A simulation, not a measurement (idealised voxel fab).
The process module that follows is named voxel local oxidation.
Cross-section cut spans 230 nm and uses square cells 5 nm in size.
If you're reading a cross-section in this doc, picture square cells in a grid; it comes to you as bands, top ones listed first down to the bottom, and a band can be one or more rows of cells.
In this notation a band is specified by the heights of its top and bottom, in that order and in nm, after which its materials appear from left to right, each paired with its width in nm. The word "everywhere" attached to a single material means that material fills the band from edge to edge; the word "air" stands for empty space.
Convention: height 0 is the level below which the wafer, as received, is all one material. The lowest band does not terminate at the bottom but continues downward, represented as "z 0 and below".
Graded width ("30->40"): value in top row of band = first number; value in bottom row = second number; row-to-row change constant.
"no change", as given for a step, is the statement that not any cell of the cross-section underwent a change during that step.
Under "Enclosed void inventory" you'll find the enclosed gaps, the ones with no way out to the top, that are 8 cells or bigger; each reads width x height at distance, with distance counted from the left edge, everything in nm.
Where a step's line continues beyond its settings, the continuation is a remark by the simulator itself on that step.
The line of a step may include "overlay nm". On a step with a mask, this value is how far to the right of its planned place the mask lay. A negative value means the mask lay to the left.

Intended process steps:
1) RECEIVE (material Si)
2) CONFORMAL_DEP (material SiO2; thk nm 5)
3) CONFORMAL_DEP (material SiN; thk nm 15)
4) PATTERN (tone cover; mask id ACTIVE; material resist; width nm 90; thk nm 15; overlay nm 0)
5) DIRECTIONAL_ETCH (etch materials SiN; depth nm 15)
6) STRIP (etch materials resist)
7) SELECTIVE_ETCH (etch materials SiO2; depth nm 5)
8) OXIDIZE (depth nm 10)
9) STRIP (etch materials SiN)

Received-state cross-section, reflecting completion of step 1:
    z 0 and below  Si everywhere
    Enclosed void inventory: none

Cross-section taken at module completion on the first of two wafers; processed per the plan:
    z 5 to 0  air: 75  SiO2: 80  air: 75
    z 0 to -10  SiO2: 85  Si: 60  SiO2: 85
    z -10 and below  Si everywhere
    Enclosed void inventory: none

Wafer two, end of module, cross-section. Same start, same plan as wafer one. One mistake in the run:
    z 0 to -10  SiO2: 80  Si: 70  SiO2: 80
    z -10 and below  Si everywhere
    Enclosed void inventory: none
What went wrong in running the wafer? step 2 of the plan was excluded from execution and never run
Once processing is complete, comparing cell counts shows that the second wafer has more or fewer of certain materials than the first: Si +4, SiO2 -20
